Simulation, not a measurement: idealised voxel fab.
Process module under the name voxel quadruple lines
It is cross-section cut that appears here, measuring 270 nm in width, its square cells being 5 nm in size.
A cross-section in this document is a grid of square cells, and it is written down as bands, the top band listed before the ones below it; a band is made up of one or more rows of cells.
Within each band entry, the heights of the top and of the bottom of the band appear first, in that order and in nm; the materials of the band then follow from left to right, each with its corresponding width in nm. The designation "edge to edge" on a single material indicates that it fills the band from edge to edge; the designation "empty" indicates empty space.
Height is counted from the level 0, under which the received wafer is composed throughout of one material. The lowest of the bands is not closed at the bottom but continues downward, in the notation "from 0 down".
Think of "30 to 40" as a width that walks from the first number to the second as you go down the band, top row to bottom row, taking equal-sized steps from row to row.
"same as before" means the step left every cell of the cross-section as it was.
Any empty space of 8 cells or more lacking an open way to the top shows up in "Sealed cavities" as width x height at distance, distance from the left edge, in nm.
Post-settings text on a step line: simulator's own remark regarding the step.
overlay nm, on a step with a mask: how far to the right of its planned place the mask lay; to the left if negative

plan:
1: RECEIVE | material Si
2: CONFORMAL_DEP | material SiO2 | thk nm 5
3: DIRECTIONAL_DEP | material W | thk nm 15
4: DIRECTIONAL_DEP | material polySi | thk nm 15
5: DIRECTIONAL_DEP | material aC | thk nm 25
6: PATTERN | tone cover | mask id MANDREL | material resist | width nm 30 | pitch nm 80 | thk nm 35 | overlay nm 0
7: DIRECTIONAL_ETCH | etch materials aC | depth nm 25
8: STRIP | etch materials resist
9: CONFORMAL_DEP | material SiO2 | thk nm 10
10: DIRECTIONAL_ETCH | etch materials SiO2 | depth nm 10
11: STRIP | etch materials aC
12: DIRECTIONAL_ETCH | etch materials polySi | depth nm 15
13: STRIP | etch materials SiO2
14: CONFORMAL_DEP | material SiCN | thk nm 10
15: DIRECTIONAL_ETCH | etch materials SiCN | depth nm 10
16: STRIP | etch materials polySi
17: DIRECTIONAL_ETCH | etch materials W | depth nm 15
18: STRIP | etch materials SiCN

This is the cross-section of the wafer as we received it, i.e. after step 1:
from 0 down = Si edge to edge
Sealed cavities: none

Here's the wafer cut in cross-section after the module, started and planned just like above, except one thing was done wrong in the run:
from 35 to 20 = 60 nm empty  10 nm W  10 nm empty  10 nm W  10 nm empty  10 nm W  10 nm empty  10 nm W  10 nm empty  10 nm W  10 nm empty  10 nm W  10 nm empty  10 nm W  10 nm empty  10 nm W  60 nm empty
from 20 to 5 = W edge to edge
from 5 to 0 = SiO2 edge to edge
from 0 down = Si edge to edge
Sealed cavities: none
It is concluded that the wafer was processed incorrectly with respect to the plan, in that step 3 in the plan was executed twice
